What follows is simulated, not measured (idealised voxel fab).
Title: Process Module voxel trench capacitor
Cross-section cut spans 260 nm and uses square cells 5 nm in size.
Cross-section format: a grid of square cells, given as bands from top to bottom; each band is one or more rows of cells. Read a band's entry like this: the first values are the height of its top and the height of its bottom in nm, and what follows is the sequence of materials from left to right, each with its width in nm. Note that "blank" is empty space, and that a single material marked "full width" reaches across the band from edge to edge. Height 0 is the level under which the wafer as received is all one material. The lowest band goes on downwards, as in "top 0, no bottom". Width spec "30 to 40" -> top row of cells at first value, bottom row at second value, equal per-row change in between. Where a step carries "remained the same", the cross-section came out of it unchanged, cell for cell. For the entry "Entrapped void list", the listed items are empty spaces with no open way to the top whose size is 8 cells or more; each item follows the pattern width x height at distance, where distance is from the left edge and all three are in nm. Whatever follows a step's settings on its line is a remark the simulator itself makes about that step. "overlay nm" denotes, for a step that has a mask, the displacement of the mask to the right of its planned place, with negative values corresponding to the left.

**These are the steps we planned for the process**
1. op RECEIVE | material Si
2. op CONFORMAL_DEP | material SiN | thk nm 5
3. op DIRECTIONAL_DEP | material aC | thk nm 10
4. op PATTERN | tone open | mask id TRENCH | material resist | width nm 20 | pitch nm 40 | thk nm 30 | overlay nm 0
5. op DIRECTIONAL_ETCH | etch materials aC | depth nm 10
6. op STRIP | etch materials resist
7. op DIRECTIONAL_ETCH | etch materials SiN | depth nm 5
8. op DIRECTIONAL_ETCH | etch materials Si | depth nm 30
9. op STRIP | etch materials aC
10. op CONFORMAL_DEP | material Al2O3 | thk nm 5
11. op FILL_DEP | material polySi | thk nm 10
12. op CMP | height nm 5

**The following pertains to the first of two wafers, which was processed as planned**

**Here's what the wafer looked like in cross-section when it arrived - that's after step 1**
    top 0, no bottom = Si full width
    Entrapped void list: none

**The wafer in cross-section once step 2 is complete**
    top 5, bottom 0 = SiN full width
    At heights below 0, the structure remains unaltered.

**The wafer in cross-section once step 3 is complete**
    top 15, bottom 5 = aC full width
    At heights below 5, the structure remains unaltered.

**The wafer in cross-section once step 4 is complete**
    top 45, bottom 15 = resist=100 | blank=20 | resist=20 | blank=20 | resist=100
    At heights below 15, the structure remains unaltered.

**The wafer in cross-section once step 5 is complete**
    top 35, bottom 15 = resist=100 | blank=20 | resist=20 | blank=20 | resist=100
    top 15, bottom 5 = aC=100 | blank=20 | aC=20 | blank=20 | aC=100
    At heights below 5, the structure remains unaltered.

**The wafer in cross-section once step 6 is complete**
    top 15, bottom 5 = aC=100 | blank=20 | aC=20 | blank=20 | aC=100
    At heights below 5, the structure remains unaltered.

**The wafer in cross-section once step 7 is complete**
    top 15, bottom 5 = aC=100 | blank=20 | aC=20 | blank=20 | aC=100
    top 5, bottom 0 = SiN=100 | blank=20 | SiN=20 | blank=20 | SiN=100
    At heights below 0, the structure remains unaltered.

**The wafer in cross-section once step 8 is complete**
    top 15, bottom 5 = aC=100 | blank=20 | aC=20 | blank=20 | aC=100
    top 5, bottom 0 = SiN=100 | blank=20 | SiN=20 | blank=20 | SiN=100
    top 0, bottom -30 = Si=100 | blank=20 | Si=20 | blank=20 | Si=100
    At heights below -30, the structure remains unaltered.

**The wafer in cross-section once step 9 is complete**
    top 5, bottom 0 = SiN=100 | blank=20 | SiN=20 | blank=20 | SiN=100
    At heights below 0, the structure remains unaltered.

**The wafer in cross-section once step 10 is complete**
    top 10, bottom 5 = Al2O3=105 | blank=10 | Al2O3=30 | blank=10 | Al2O3=105
    top 5, bottom 0 = SiN=100 | Al2O3=5 | blank=10 | Al2O3=5 | SiN=20 | Al2O3=5 | blank=10 | Al2O3=5 | SiN=100
    top 0, bottom -25 = Si=100 | Al2O3=5 | blank=10 | Al2O3=5 | Si=20 | Al2O3=5 | blank=10 | Al2O3=5 | Si=100
    top -25, bottom -30 = Si=100 | Al2O3=20 | Si=20 | Al2O3=20 | Si=100
    At heights below -30, the structure remains unaltered.

**The wafer in cross-section once step 11 is complete**
    top 20, bottom 10 = polySi full width
    top 10, bottom 5 = Al2O3=105 | polySi=10 | Al2O3=30 | polySi=10 | Al2O3=105
    top 5, bottom 0 = SiN=100 | Al2O3=5 | polySi=10 | Al2O3=5 | SiN=20 | Al2O3=5 | polySi=10 | Al2O3=5 | SiN=100
    top 0, bottom -25 = Si=100 | Al2O3=5 | polySi=10 | Al2O3=5 | Si=20 | Al2O3=5 | polySi=10 | Al2O3=5 | Si=100
    At heights below -25, the structure remains unaltered.

**The wafer in cross-section once step 12 is complete**
    top 5, bottom 0 = SiN=100 | Al2O3=5 | polySi=10 | Al2O3=5 | SiN=20 | Al2O3=5 | polySi=10 | Al2O3=5 | SiN=100
    At heights below 0, the structure remains unaltered.

**Second wafer. Start and plan as for the first. One mistake made in running. Agrees with the first up to and including step 3**

**Second wafer at the planned finish of step 4, seen in cross-section**
    top 45, bottom 15 = resist=90 | blank=20 | resist=20 | blank=20 | resist=110
    At heights below 15, the structure remains unaltered.

**Second wafer at the planned finish of step 5, seen in cross-section**
    top 35, bottom 15 = resist=90 | blank=20 | resist=20 | blank=20 | resist=110
    top 15, bottom 5 = aC=90 | blank=20 | aC=20 | blank=20 | aC=110
    At heights below 5, the structure remains unaltered.

**Second wafer at the planned finish of step 6, seen in cross-section**
    top 15, bottom 5 = aC=90 | blank=20 | aC=20 | blank=20 | aC=110
    At heights below 5, the structure remains unaltered.

**Second wafer at the planned finish of step 7, seen in cross-section**
    top 15, bottom 5 = aC=90 | blank=20 | aC=20 | blank=20 | aC=110
    top 5, bottom 0 = SiN=90 | blank=20 | SiN=20 | blank=20 | SiN=110
    At heights below 0, the structure remains unaltered.

**Second wafer at the planned finish of step 8, seen in cross-section**
    top 15, bottom 5 = aC=90 | blank=20 | aC=20 | blank=20 | aC=110
    top 5, bottom 0 = SiN=90 | blank=20 | SiN=20 | blank=20 | SiN=110
    top 0, bottom -30 = Si=90 | blank=20 | Si=20 | blank=20 | Si=110
    At heights below -30, the structure remains unaltered.

**Second wafer at the planned finish of step 9, seen in cross-section**
    top 5, bottom 0 = SiN=90 | blank=20 | SiN=20 | blank=20 | SiN=110
    At heights below 0, the structure remains unaltered.

**Second wafer at the planned finish of step 10, seen in cross-section**
    top 10, bottom 5 = Al2O3=95 | blank=10 | Al2O3=30 | blank=10 | Al2O3=115
    top 5, bottom 0 = SiN=90 | Al2O3=5 | blank=10 | Al2O3=5 | SiN=20 | Al2O3=5 | blank=10 | Al2O3=5 | SiN=110
    top 0, bottom -25 = Si=90 | Al2O3=5 | blank=10 | Al2O3=5 | Si=20 | Al2O3=5 | blank=10 | Al2O3=5 | Si=110
    top -25, bottom -30 = Si=90 | Al2O3=20 | Si=20 | Al2O3=20 | Si=110
    At heights below -30, the structure remains unaltered.

**Second wafer at the planned finish of step 11, seen in cross-section**
    top 20, bottom 10 = polySi full width
    top 10, bottom 5 = Al2O3=95 | polySi=10 | Al2O3=30 | polySi=10 | Al2O3=115
    top 5, bottom 0 = SiN=90 | Al2O3=5 | polySi=10 | Al2O3=5 | SiN=20 | Al2O3=5 | polySi=10 | Al2O3=5 | SiN=110
    top 0, bottom -25 = Si=90 | Al2O3=5 | polySi=10 | Al2O3=5 | Si=20 | Al2O3=5 | polySi=10 | Al2O3=5 | Si=110
    At heights below -25, the structure remains unaltered.

**Second wafer at the planned finish of step 12, seen in cross-section**
    top 5, bottom 0 = SiN=90 | Al2O3=5 | polySi=10 | Al2O3=5 | SiN=20 | Al2O3=5 | polySi=10 | Al2O3=5 | SiN=110
    At heights below 0, the structure remains unaltered.
Plan not followed: the process deviated at step 4: the operation and settings actually run there were op PATTERN | tone open | mask id TRENCH | material resist | width nm 20 | pitch nm 40 | thk nm 30 | overlay nm -10
Upon completion, the cell count for each material on the second wafer equals that on the first, whereas the spatial distribution of those cells differs.
